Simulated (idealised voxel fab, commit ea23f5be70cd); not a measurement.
voxel released beams: a process module
Pictured: cross-section cut, 240 nm wide, on a grid of 5 nm square cells.
A cross-section is written here as square cells arranged in a grid, and it is given in bands from the top down, each band taking up one or more rows of cells.
It is stipulated that each band's entry specify, in nanometres, the height of the top of the band and then that of its bottom, followed by the materials of the band in left-to-right sequence, each together with its width in nanometres. A single material marked by the word "edge to edge" is understood to fill the band from edge to edge; the word "blank" is understood to denote empty space.
Height reference: 0 = level under which incoming wafer is all one material. Lowest band: no bottom, runs on downward, e.g. "0 and below".
With a width like "30 to 40", each row of cells in the band differs from the next by the same amount, the top row carrying the first number and the bottom row the second.
The cross-section has no changed cell in any step marked "remains unaltered".
Voids not open to the top, 8 cells minimum: see "Sealed void inventory". Written width x height at distance; distance is from the left edge; nm.
Step line, after settings: the simulator's comment on this step.
The optional step-line setting "overlay nm" applies to steps with a mask and quantifies how far to the right of its planned location the mask lay, a negative value indicating leftward placement.

## Process steps foreseen in the plan
1: RECEIVE with material Si
2: CONFORMAL_DEP with material Al2O3, thk nm 10
3: DIRECTIONAL_DEP with material SiO2, thk nm 10
4: DIRECTIONAL_DEP with material aC, thk nm 15
5: PATTERN with tone open, mask id ANCHOR, material resist, width nm 45, thk nm 35, overlay nm 0
6: DIRECTIONAL_ETCH with etch materials aC, depth nm 15
7: STRIP with etch materials resist
8: DIRECTIONAL_ETCH with etch materials SiO2, depth nm 10
9: STRIP with etch materials aC
10: CONFORMAL_DEP with material W, thk nm 15
11: DIRECTIONAL_DEP with material aC, thk nm 15
12: PATTERN with tone cover, mask id BEAM, material resist, width nm 110, thk nm 30, overlay nm 0
13: DIRECTIONAL_ETCH with etch materials aC, depth nm 15
14: STRIP with etch materials resist
15: DIRECTIONAL_ETCH with etch materials W, depth nm 15
16: STRIP with etch materials aC
17: STRIP with etch materials SiO2

## Wafer cross-section on receipt, i.e. after step 1
> 0 and below | Si edge to edge
> Sealed void inventory: none

## Cross-sectional image of the first of two wafers at the end of the module, the run having proceeded as planned
> 35 down to 25 | 60 blank; 20 W; 15 blank; 75 W; 70 blank
> 25 down to 20 | 60 blank; 110 W; 70 blank
> 20 down to 10 | 65 blank; 45 W; 130 blank
> 10 down to 0 | Al2O3 edge to edge
> 0 and below | Si edge to edge
> Sealed void inventory: none

## The second wafer, shown in cross-section after the module: started the same way as the first and given the same plan, yet one mistake crept into how it was run
> 35 down to 20 | 60 blank; 110 W; 70 blank
> 20 down to 0 | Al2O3 edge to edge
> 0 and below | Si edge to edge
> Sealed void inventory: none
Run error: the process deviated at step 3: the operation and settings actually run there were DIRECTIONAL_DEP with material Al2O3, thk nm 10
The closing comparison, in cells, has the second wafer with more or fewer of some materials than the first: +96 Al2O3; -12 W
